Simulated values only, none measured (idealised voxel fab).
Module name: voxel released beams (process module)
FYI the section here is cut, 205 nm wide, cells are 5 nm squares.
A cross-section in this document is a grid of square cells, and it is written down as bands, the top band listed before the ones below it; a band is made up of one or more rows of cells.
A band entry consists of two parts. The first gives the height of the band's top and the height of its bottom, in nm. The rest lists the band's materials from left to right, each with its width in nm. A single material labelled with the word "full width" fills the band from edge to edge, and the word "air" marks empty space.
Heights are reckoned from 0. Under this level, the received wafer is all of one material. The bottommost band is open-ended downward, for example "0 nm and below".
It should be noted that a width expressed as "30..40" varies in equal increments from row to row of cells within the band, taking the value of the first number at the top row and that of the second number at the bottom row.
Where a step carries "everything unchanged", the cross-section came out of it unchanged, cell for cell.
"Sealed internal cavities" specifies each empty space that is not open to the top and that occupies no fewer than 8 cells, using the form width x height at distance, the distance measured from the left edge and all three quantities in nm.
On a step's line, text after the settings is the simulator commenting on that step.
overlay nm: mask right of planned place by this much (step with mask). Neg. = left.
The remainder of this document consists of a sequence of paired cross-sections. Each pair presents the cross-section prior to one process step together with the cross-section following it, the latter being rendered only as deep as the lowest band that underwent change. The intervening step, together with its settings, is stated beneath each pair. Because the pairs may originate from different runs of this module on the same starting wafer, a given pair is to be read as continuing from the preceding pair only where its entry headed "Pre-process cross-section" so indicates.

Pre-process cross-section:
- 0 nm and below = Si full width
- Sealed internal cavities: none

Post-Process Section:
- 5 nm to 0 nm = SiN full width
- At heights below 0, the structure remains unaltered.
- Sealed internal cavities: none
Processing between the before and after sections above: CONFORMAL_DEP with material SiN, thk nm 5

Pre-process cross-section: taken from the pair above, after panel.

Post-Process Section:
- 25 nm to 5 nm = SiO2 full width
- At heights below 5, the structure remains unaltered.
- Sealed internal cavities: none
Processing between the before and after sections above: DIRECTIONAL_DEP with material SiO2, thk nm 20

Pre-process cross-section: taken from the pair above, after panel.

Post-Process Section:
- 25 nm to 5 nm = SiO2: 65, then air: 25, then SiO2: 115
- At heights below 5, the structure remains unaltered.
- Sealed internal cavities: none
Processing between the before and after sections above: MASKED_ETCH with tone open, mask id ANCHOR, width nm 25, etch materials SiO2, depth nm 20, overlay nm 0

Pre-process cross-section: taken from the pair above, after panel.

Post-Process Section:
- 35 nm to 25 nm = polySi: 75, then air: 5, then polySi: 125
- 25 nm to 15 nm = SiO2: 65, then polySi: 10, then air: 5, then polySi: 10, then SiO2: 115
- 15 nm to 5 nm = SiO2: 65, then polySi: 25, then SiO2: 115
- At heights below 5, the structure remains unaltered.
- Sealed internal cavities: none
Processing between the before and after sections above: CONFORMAL_DEP with material polySi, thk nm 10

Pre-process cross-section: taken from the pair above, after panel.

Post-Process Section:
- 55 nm to 35 nm = air: 60, then resist: 80, then air: 65
- 35 nm to 25 nm = polySi: 75, then resist: 5, then polySi: 125
- 25 nm to 15 nm = SiO2: 65, then polySi: 10, then resist: 5, then polySi: 10, then SiO2: 115
- At heights below 15, the structure remains unaltered.
- Sealed internal cavities: none
Processing between the before and after sections above: PATTERN with tone cover, mask id BEAM, material resist, width nm 80, thk nm 20, overlay nm 0

Pre-process cross-section: taken from the pair above, after panel.

Post-Process Section:
- 55 nm to 35 nm = air: 60, then resist: 80, then air: 65
- 35 nm to 25 nm = air: 60, then polySi: 15, then resist: 5, then polySi: 60, then air: 65
- At heights below 25, the structure remains unaltered.
- Sealed internal cavities: none
Processing between the before and after sections above: DIRECTIONAL_ETCH with etch materials polySi, depth nm 10

Pre-process cross-section: taken from the pair above, after panel.

Post-Process Section:
- 35 nm to 25 nm = air: 60, then polySi: 15, then air: 5, then polySi: 60, then air: 65
- 25 nm to 15 nm = SiO2: 65, then polySi: 10, then air: 5, then polySi: 10, then SiO2: 115
- At heights below 15, the structure remains unaltered.
- Sealed internal cavities: none
Processing between the before and after sections above: STRIP with etch materials resist

Pre-process cross-section: taken from the pair above, after panel.

Post-Process Section:
- 35 nm to 25 nm = air: 60, then polySi: 15, then air: 5, then polySi: 60, then air: 65
- 25 nm to 15 nm = air: 65, then polySi: 10, then air: 5, then polySi: 10, then air: 115
- 15 nm to 5 nm = air: 65, then polySi: 25, then air: 115
- At heights below 5, the structure remains unaltered.
- Sealed internal cavities: none
Processing between the before and after sections above: STRIP with etch materials SiO2

Pre-process cross-section:
- 5 nm to 0 nm = SiN full width
- 0 nm and below = Si full width
- Sealed internal cavities: none

Post-Process Section:
- 15 nm to 5 nm = polySi full width
- At heights below 5, the structure remains unaltered.
- Sealed internal cavities: none
Processing between the before and after sections above: CONFORMAL_DEP with material polySi, thk nm 10

Pre-process cross-section: taken from the pair above, after panel.

Post-Process Section:
- 35 nm to 15 nm = air: 60, then resist: 80, then air: 65
- At heights below 15, the structure remains unaltered.
- Sealed internal cavities: none
Processing between the before and after sections above: PATTERN with tone cover, mask id BEAM, material resist, width nm 80, thk nm 20, overlay nm 0

Pre-process cross-section: taken from the pair above, after panel.

Post-Process Section:
- 35 nm to 15 nm = air: 60, then resist: 80, then air: 65
- 15 nm to 5 nm = air: 60, then polySi: 80, then air: 65
- At heights below 5, the structure remains unaltered.
- Sealed internal cavities: none
Processing between the before and after sections above: DIRECTIONAL_ETCH with etch materials polySi, depth nm 10

Pre-process cross-section: taken from the pair above, after panel.

Post-Process Section:
- 15 nm to 5 nm = air: 60, then polySi: 80, then air: 65
- At heights below 5, the structure remains unaltered.
- Sealed internal cavities: none
Processing between the before and after sections above: STRIP with etch materials resist

Pre-process cross-section:
- 0 nm and below = Si full width
- Sealed internal cavities: none

Post-Process Section:
- 20 nm to 0 nm = SiO2 full width
- At heights below 0, the structure remains unaltered.
- Sealed internal cavities: none
Processing between the before and after sections above: DIRECTIONAL_DEP with material SiO2, thk nm 20

Pre-process cross-section: taken from the pair above, after panel.

Post-Process Section:
- 25 nm to 20 nm = SiN full width
- At heights below 20, the structure remains unaltered.
- Sealed internal cavities: none
Processing between the before and after sections above: CONFORMAL_DEP with material SiN, thk nm 5

Pre-process cross-section: taken from the pair above, after panel.

Post-Process Section:
- 35 nm to 25 nm = polySi full width
- At heights below 25, the structure remains unaltered.
- Sealed internal cavities: none
Processing between the before and after sections above: CONFORMAL_DEP with material polySi, thk nm 10

Pre-process cross-section: taken from the pair above, after panel.

Post-Process Section:
- 55 nm to 35 nm = air: 60, then resist: 80, then air: 65
- At heights below 35, the structure remains unaltered.
- Sealed internal cavities: none
Processing between the before and after sections above: PATTERN with tone cover, mask id BEAM, material resist, width nm 80, thk nm 20, overlay nm 0

Pre-process cross-section: taken from the pair above, after panel.

Post-Process Section:
- 55 nm to 35 nm = air: 60, then resist: 80, then air: 65
- 35 nm to 25 nm = air: 60, then polySi: 80, then air: 65
- At heights below 25, the structure remains unaltered.
- Sealed internal cavities: none
Processing between the before and after sections above: DIRECTIONAL_ETCH with etch materials polySi, depth nm 10

Pre-process cross-section: taken from the pair above, after panel.

Post-Process Section:
- 35 nm to 25 nm = air: 60, then polySi: 80, then air: 65
- At heights below 25, the structure remains unaltered.
- Sealed internal cavities: none
Processing between the before and after sections above: STRIP with etch materials resist

Pre-process cross-section:
- 5 nm to 0 nm = SiN full width
- 0 nm and below = Si full width
- Sealed internal cavities: none

Post-Process Section:
- 20 nm to 5 nm = SiO2 full width
- At heights below 5, the structure remains unaltered.
- Sealed internal cavities: none
Processing between the before and after sections above: DIRECTIONAL_DEP with material SiO2, thk nm 15

Pre-process cross-section: taken from the pair above, after panel.

Post-Process Section:
- 20 nm to 5 nm = SiO2: 65, then air: 25, then SiO2: 115
- At heights below 5, the structure remains unaltered.
- Sealed internal cavities: none
Processing between the before and after sections above: MASKED_ETCH with tone open, mask id ANCHOR, width nm 25, etch materials SiO2, depth nm 20, overlay nm 0

Pre-process cross-section: taken from the pair above, after panel.

Post-Process Section:
- 30 nm to 20 nm = polySi: 75, then air: 5, then polySi: 125
- 20 nm to 15 nm = SiO2: 65, then polySi: 10, then air: 5, then polySi: 10, then SiO2: 115
- 15 nm to 5 nm = SiO2: 65, then polySi: 25, then SiO2: 115
- At heights below 5, the structure remains unaltered.
- Sealed internal cavities: none
Processing between the before and after sections above: CONFORMAL_DEP with material polySi, thk nm 10

Pre-process cross-section: taken from the pair above, after panel.

Post-Process Section:
- 50 nm to 30 nm = air: 60, then resist: 80, then air: 65
- 30 nm to 20 nm = polySi: 75, then resist: 5, then polySi: 125
- 20 nm to 15 nm = SiO2: 65, then polySi: 10, then resist: 5, then polySi: 10, then SiO2: 115
- At heights below 15, the structure remains unaltered.
- Sealed internal cavities: none
Processing between the before and after sections above: PATTERN with tone cover, mask id BEAM, material resist, width nm 80, thk nm 20, overlay nm 0

Pre-process cross-section: taken from the pair above, after panel.

Post-Process Section:
- 50 nm to 30 nm = air: 60, then resist: 80, then air: 65
- 30 nm to 20 nm = air: 60, then polySi: 15, then resist: 5, then polySi: 60, then air: 65
- At heights below 20, the structure remains unaltered.
- Sealed internal cavities: none
Processing between the before and after sections above: DIRECTIONAL_ETCH with etch materials polySi, depth nm 10

Pre-process cross-section: taken from the pair above, after panel.

Post-Process Section:
- 30 nm to 20 nm = air: 60, then polySi: 15, then air: 5, then polySi: 60, then air: 65
- 20 nm to 15 nm = SiO2: 65, then polySi: 10, then air: 5, then polySi: 10, then SiO2: 115
- At heights below 15, the structure remains unaltered.
- Sealed internal cavities: none
Processing between the before and after sections above: STRIP with etch materials resist

Pre-process cross-section: taken from the pair above, after panel.

Post-Process Section:
- 30 nm to 20 nm = air: 60, then polySi: 15, then air: 5, then polySi: 60, then air: 65
- 20 nm to 15 nm = air: 65, then polySi: 10, then air: 5, then polySi: 10, then air: 115
- 15 nm to 5 nm = air: 65, then polySi: 25, then air: 115
- At heights below 5, the structure remains unaltered.
- Sealed internal cavities: none
Processing between the before and after sections above: STRIP with etch materials SiO2

Pre-process cross-section:
- 25 nm to 5 nm = SiO2 full width
- 5 nm to 0 nm = SiN full width
- 0 nm and below = Si full width
- Sealed internal cavities: none

Post-Process Section:
- 25 nm to 5 nm = SiO2: 70, then air: 15, then SiO2: 120
- At heights below 5, the structure remains unaltered.
- Sealed internal cavities: none
Processing between the before and after sections above: MASKED_ETCH with tone open, mask id ANCHOR, width nm 15, etch materials SiO2, depth nm 20, overlay nm 0

Pre-process cross-section: taken from the pair above, after panel.

Post-Process Section:
- 35 nm to 25 nm = polySi full width
- 25 nm to 5 nm = SiO2: 70, then polySi: 15, then SiO2: 120
- At heights below 5, the structure remains unaltered.
- Sealed internal cavities: none
Processing between the before and after sections above: CONFORMAL_DEP with material polySi, thk nm 10

Pre-process cross-section: taken from the pair above, after panel.

Post-Process Section:
- 55 nm to 35 nm = air: 60, then resist: 80, then air: 65
- At heights below 35, the structure remains unaltered.
- Sealed internal cavities: none
Processing between the before and after sections above: PATTERN with tone cover, mask id BEAM, material resist, width nm 80, thk nm 20, overlay nm 0

Pre-process cross-section: taken from the pair above, after panel.

Post-Process Section:
- 55 nm to 35 nm = air: 60, then resist: 80, then air: 65
- 35 nm to 25 nm = air: 60, then polySi: 80, then air: 65
- At heights below 25, the structure remains unaltered.
- Sealed internal cavities: none
Processing between the before and after sections above: DIRECTIONAL_ETCH with etch materials polySi, depth nm 10

Pre-process cross-section: taken from the pair above, after panel.

Post-Process Section:
- 35 nm to 25 nm = air: 60, then polySi: 80, then air: 65
- At heights below 25, the structure remains unaltered.
- Sealed internal cavities: none
Processing between the before and after sections above: STRIP with etch materials resist

Pre-process cross-section: taken from the pair above, after panel.

Post-Process Section:
- 35 nm to 25 nm = air: 60, then polySi: 80, then air: 65
- 25 nm to 5 nm = air: 70, then polySi: 15, then air: 120
- At heights below 5, the structure remains unaltered.
- Sealed internal cavities: none
Processing between the before and after sections above: STRIP with etch materials SiO2

Pre-process cross-section:
- 35 nm to 25 nm = polySi: 75, then air: 5, then polySi: 125
- 25 nm to 15 nm = SiO2: 65, then polySi: 10, then air: 5, then polySi: 10, then SiO2: 115
- 15 nm to 5 nm = SiO2: 65, then polySi: 25, then SiO2: 115
- 5 nm to 0 nm = SiN full width
- 0 nm and below = Si full width
- Sealed internal cavities: none

Post-Process Section:
- 55 nm to 35 nm = air: 65, then resist: 80, then air: 60
- 35 nm to 25 nm = polySi: 75, then resist: 5, then polySi: 125
- 25 nm to 15 nm = SiO2: 65, then polySi: 10, then resist: 5, then polySi: 10, then SiO2: 115
- At heights below 15, the structure remains unaltered.
- Sealed internal cavities: none
Processing between the before and after sections above: PATTERN with tone cover, mask id BEAM, material resist, width nm 80, thk nm 20, overlay nm 5

Pre-process cross-section: taken from the pair above, after panel.

Post-Process Section:
- 55 nm to 35 nm = air: 65, then resist: 80, then air: 60
- 35 nm to 25 nm = air: 65, then polySi: 10, then resist: 5, then polySi: 65, then air: 60
- At heights below 25, the structure remains unaltered.
- Sealed internal cavities: none
Processing between the before and after sections above: DIRECTIONAL_ETCH with etch materials polySi, depth nm 10

Pre-process cross-section: taken from the pair above, after panel.

Post-Process Section:
- 35 nm to 25 nm = air: 65, then polySi: 10, then air: 5, then polySi: 65, then air: 60
- 25 nm to 15 nm = SiO2: 65, then polySi: 10, then air: 5, then polySi: 10, then SiO2: 115
- At heights below 15, the structure remains unaltered.
- Sealed internal cavities: none
Processing between the before and after sections above: STRIP with etch materials resist

Pre-process cross-section: taken from the pair above, after panel.

Post-Process Section:
- 35 nm to 25 nm = air: 65, then polySi: 10, then air: 5, then polySi: 65, then air: 60
- 25 nm to 15 nm = air: 65, then polySi: 10, then air: 5, then polySi: 10, then air: 115
- 15 nm to 5 nm = air: 65, then polySi: 25, then air: 115
- At heights below 5, the structure remains unaltered.
- Sealed internal cavities: none
Processing between the before and after sections above: STRIP with etch materials SiO2

Pre-process cross-section:
- 0 nm and below = Si full width
- Sealed internal cavities: none

Post-Process Section:
- 5 nm to 0 nm = SiO2 full width
- At heights below 0, the structure remains unaltered.
- Sealed internal cavities: none
Processing between the before and after sections above: CONFORMAL_DEP with material SiO2, thk nm 5

Pre-process cross-section: taken from the pair above, after panel.

Post-Process Section:
- 25 nm to 0 nm = SiO2 full width
- At heights below 0, the structure remains unaltered.
- Sealed internal cavities: none
Processing between the before and after sections above: DIRECTIONAL_DEP with material SiO2, thk nm 20

Pre-process cross-section: taken from the pair above, after panel.

Post-Process Section:
- 25 nm to 5 nm = SiO2: 65, then air: 25, then SiO2: 115
- At heights below 5, the structure remains unaltered.
- Sealed internal cavities: none
Processing between the before and after sections above: MASKED_ETCH with tone open, mask id ANCHOR, width nm 25, etch materials SiO2, depth nm 20, overlay nm 0

Pre-process cross-section: taken from the pair above, after panel.

Post-Process Section:
- 35 nm to 25 nm = polySi: 75, then air: 5, then polySi: 125
- 25 nm to 15 nm = SiO2: 65, then polySi: 10, then air: 5, then polySi: 10, then SiO2: 115
- 15 nm to 5 nm = SiO2: 65, then polySi: 25, then SiO2: 115
- At heights below 5, the structure remains unaltered.
- Sealed internal cavities: none
Processing between the before and after sections above: CONFORMAL_DEP with material polySi, thk nm 10

Pre-process cross-section: taken from the pair above, after panel.

Post-Process Section:
- 55 nm to 35 nm = air: 60, then resist: 80, then air: 65
- 35 nm to 25 nm = polySi: 75, then resist: 5, then polySi: 125
- 25 nm to 15 nm = SiO2: 65, then polySi: 10, then resist: 5, then polySi: 10, then SiO2: 115
- At heights below 15, the structure remains unaltered.
- Sealed internal cavities: none
Processing between the before and after sections above: PATTERN with tone cover, mask id BEAM, material resist, width nm 80, thk nm 20, overlay nm 0

Pre-process cross-section: taken from the pair above, after panel.

Post-Process Section:
- 55 nm to 35 nm = air: 60, then resist: 80, then air: 65
- 35 nm to 25 nm = air: 60, then polySi: 15, then resist: 5, then polySi: 60, then air: 65
- At heights below 25, the structure remains unaltered.
- Sealed internal cavities: none
Processing between the before and after sections above: DIRECTIONAL_ETCH with etch materials polySi, depth nm 10

Pre-process cross-section: taken from the pair above, after panel.

Post-Process Section:
- 35 nm to 25 nm = air: 60, then polySi: 15, then air: 5, then polySi: 60, then air: 65
- 25 nm to 15 nm = SiO2: 65, then polySi: 10, then air: 5, then polySi: 10, then SiO2: 115
- At heights below 15, the structure remains unaltered.
- Sealed internal cavities: none
Processing between the before and after sections above: STRIP with etch materials resist

Pre-process cross-section: taken from the pair above, after panel.

Post-Process Section:
- 0 nm and below = Si full width
- Sealed internal cavities: none
Processing between the before and after sections above: STRIP with etch materials SiO2

Pre-process cross-section:
- 25 nm to 5 nm = SiO2 full width
- 5 nm to 0 nm = SiN full width
- 0 nm and below = Si full width
- Sealed internal cavities: none

Post-Process Section:
- 25 nm to 5 nm = air: 65, then SiO2: 25, then air: 115
- At heights below 5, the structure remains unaltered.
- Sealed internal cavities: none
Processing between the before and after sections above: MASKED_ETCH with tone cover, mask id ANCHOR, width nm 25, etch materials SiO2, depth nm 20, overlay nm 0

Pre-process cross-section: taken from the pair above, after panel.

Post-Process Section:
- 35 nm to 25 nm = air: 55, then polySi: 45, then air: 105
- 25 nm to 15 nm = air: 55, then polySi: 10, then SiO2: 25, then polySi: 10, then air: 105
- 15 nm to 5 nm = polySi: 65, then SiO2: 25, then polySi: 115
- At heights below 5, the structure remains unaltered.
- Sealed internal cavities: none
Processing between the before and after sections above: CONFORMAL_DEP with material polySi, thk nm 10

Pre-process cross-section: taken from the pair above, after panel.

Post-Process Section:
- 55 nm to 35 nm = air: 60, then resist: 80, then air: 65
- 35 nm to 25 nm = air: 55, then polySi: 45, then resist: 40, then air: 65
- 25 nm to 15 nm = air: 55, then polySi: 10, then SiO2: 25, then polySi: 10, then resist: 40, then air: 65
- At heights below 15, the structure remains unaltered.
- Sealed internal cavities: none
Processing between the before and after sections above: PATTERN with tone cover, mask id BEAM, material resist, width nm 80, thk nm 20, overlay nm 0

Pre-process cross-section: taken from the pair above, after panel.

Post-Process Section:
- 55 nm to 35 nm = air: 60, then resist: 80, then air: 65
- 35 nm to 25 nm = air: 60, then polySi: 40, then resist: 40, then air: 65
- 25 nm to 15 nm = air: 55, then polySi: 10, then SiO2: 25, then polySi: 10, then resist: 40, then air: 65
- 15 nm to 5 nm = air: 55, then polySi: 10, then SiO2: 25, then polySi: 50, then air: 65
- At heights below 5, the structure remains unaltered.
- Sealed internal cavities: none
Processing between the before and after sections above: DIRECTIONAL_ETCH with etch materials polySi, depth nm 10

Pre-process cross-section: taken from the pair above, after panel.

Post-Process Section:
- 35 nm to 25 nm = air: 60, then polySi: 40, then air: 105
- 25 nm to 15 nm = air: 55, then polySi: 10, then SiO2: 25, then polySi: 10, then air: 105
- At heights below 15, the structure remains unaltered.
- Sealed internal cavities: none
Processing between the before and after sections above: STRIP with etch materials resist
